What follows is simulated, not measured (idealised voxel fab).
The following is a process module called voxel transistor to metal.
For reference, the cross-section in this document is cut, with width 150 nm and square cells of 5 nm.
A cross-section in this document is a grid of square cells, and it is written down as bands, the top band listed before the ones below it; a band is made up of one or more rows of cells. For a band, the entry starts with two heights in nm, that of the top and then that of the bottom, and carries on with the band's materials in order from left to right, each alongside its width in nm; the word "edge to edge" beside a single material means it fills the band edge to edge, and "empty" means empty space. Counting heights begins at 0, where everything beneath is, in the wafer as received, one material. The lowest band has no bottom; it goes on downwards, as "0..down" shows. Width: "30 to 40" (first number = top row, second number = bottom row, same change from row to row of cells). Basically "left unchanged" means that step didn't change any cell in the cross-section. The list in "Closed void register" covers empty spaces of 8 cells or more that cannot reach the top through any open way, and it gives each as width x height at distance; the distance is from the left edge, and width, height and distance are in nm. Read whatever lies past the settings on a step's line as the simulator's own remark about the step. If you see "overlay nm" on a step's line and that step has a mask, it's telling you how far right of where it was planned the mask ended up; a negative number means it went left instead.
Planned process steps:
1 RECEIVE | material Si
2 OXIDIZE | depth nm 5
3 CONFORMAL_DEP | material SiN | thk nm 15
4 DIRECTIONAL_DEP | material aC | thk nm 15
5 PATTERN | tone cover | mask id ACTIVE | material resist | width nm 95 | thk nm 30 | overlay nm 0
6 DIRECTIONAL_ETCH | etch materials aC | depth nm 15
7 STRIP | etch materials resist
8 DIRECTIONAL_ETCH | etch materials SiN | depth nm 15
9 DIRECTIONAL_ETCH | etch materials SiO2 | depth nm 5
10 DIRECTIONAL_ETCH | etch materials Si | depth nm 35
11 STRIP | etch materials aC
12 OXIDIZE | depth nm 5
13 FILL_DEP | material SiO2 | thk nm 5
14 CMP | height nm 15
15 SELECTIVE_ETCH | etch materials SiO2 | depth nm 5
16 STRIP | etch materials SiN
17 SELECTIVE_ETCH | etch materials SiO2 | depth nm 5
18 OXIDIZE | depth nm 5
19 DIRECTIONAL_DEP | material polySi | thk nm 25
20 DIRECTIONAL_DEP | material SiCN | thk nm 15
21 DIRECTIONAL_DEP | material aC | thk nm 10
22 PATTERN | tone cover | mask id GATE | material resist | width nm 15 | thk nm 30 | overlay nm 0
23 DIRECTIONAL_ETCH | etch materials aC | depth nm 10
24 STRIP | etch materials resist
25 DIRECTIONAL_ETCH | etch materials SiCN | depth nm 25
26 DIRECTIONAL_ETCH | etch materials polySi | depth nm 35
27 STRIP | etch materials aC
28 CONFORMAL_DEP | material SiO2 | thk nm 5
29 DIRECTIONAL_ETCH | etch materials SiO2 | depth nm 5
30 CONFORMAL_DEP | material SiN | thk nm 10
31 DIRECTIONAL_ETCH | etch materials SiN | depth nm 10
32 DIRECTIONAL_ETCH | etch materials SiO2 | depth nm 5
33 EPI | material SiGe | thk nm 5
34 FILL_DEP | material SiO2 | thk nm 10
35 CMP | height nm 35
36 DIRECTIONAL_DEP | material SiO2 | thk nm 15
37 MASKED_ETCH | tone open | mask id CONTACT | width nm 30 | pitch nm 55 | etch materials SiO2 | depth nm 55 | overlay nm 0
38 CONFORMAL_DEP | material TiN | thk nm 5
39 FILL_DEP | material W | thk nm 5
40 CMP | height nm 50
41 CONFORMAL_DEP | material SiN | thk nm 5
42 DIRECTIONAL_DEP | material lowk | thk nm 15
43 MASKED_ETCH | tone open | mask id METAL_1 | width nm 15 | pitch nm 70 | etch materials lowk | depth nm 15 | overlay nm 0
44 MASKED_ETCH | tone open | mask id METAL_1 | width nm 15 | pitch nm 70 | etch materials SiN | depth nm 5 | overlay nm 0
45 CONFORMAL_DEP | material TiN | thk nm 5
46 FILL_DEP | material Cu | thk nm 5
47 CMP | height nm 70
48 CONFORMAL_DEP | material SiCN | thk nm 5
Cross-section: wafer on arrival = after step 1:
> 0..down = Si edge to edge
> Closed void register: none
Cross-sectional result after module completion. Note: starting condition and plan are unchanged from above; one processing mistake was made:
> 75..70 = SiCN edge to edge
> 70..55 = lowk (30) / TiN (5) / Cu (5) / TiN (5) / lowk (55) / TiN (5) / Cu (5) / TiN (5) / lowk (35)
> 55..50 = SiN (30) / TiN (15) / SiN (55) / TiN (15) / SiN (35)
> 50..40 = SiO2 (25) / TiN (5) / W (30) / TiN (5) / SiO2 (15) / TiN (5) / W (30) / TiN (5) / SiO2 (30)
> 40..35 = SiO2 (25) / TiN (5) / W (15) / TiN (20) / SiO2 (15) / TiN (20) / W (15) / TiN (5) / SiO2 (30)
> 35..20 = SiO2 (25) / TiN (5) / W (15) / TiN (5) / SiN (10) / TiN (5) / SiCN (15) / TiN (5) / SiN (10) / TiN (5) / W (15) / TiN (5) / SiO2 (30)
> 20..10 = SiO2 (25) / TiN (5) / W (15) / TiN (5) / SiN (10) / TiN (5) / polySi (15) / TiN (5) / SiN (10) / TiN (5) / W (15) / TiN (5) / SiO2 (30)
> 10..5 = SiO2 (25) / TiN (15) / W (5) / TiN (5) / SiN (10) / TiN (5) / polySi (15) / TiN (5) / SiN (10) / TiN (5) / W (5) / TiN (15) / SiO2 (30)
> 5..0 = SiO2 (25) / SiN (10) / TiN (5) / W (5) / TiN (5) / SiN (10) / TiN (5) / polySi (15) / TiN (5) / SiN (10) / TiN (5) / W (5) / TiN (5) / SiN (10) / SiO2 (30)
> 0..-5 = SiO2 (25) / SiN (10) / TiN (15) / SiN (10) / TiN (5) / polySi (15) / TiN (5) / SiN (10) / TiN (15) / SiN (10) / SiO2 (30)
> -5..-10 = SiO2 (35) / SiGe (15) / SiO2 (45) / SiGe (15) / SiO2 (40)
> -10..-45 = SiO2 (30) / Si (85) / SiO2 (35)
> -45..down = Si edge to edge
> Closed void register: none
Misprocessing identified: step 37 was run on a setting that differed from the plan, and what really ran there is MASKED_ETCH | tone open | mask id CONTACT | width nm 40 | pitch nm 55 | etch materials SiO2 | depth nm 55 | overlay nm 0
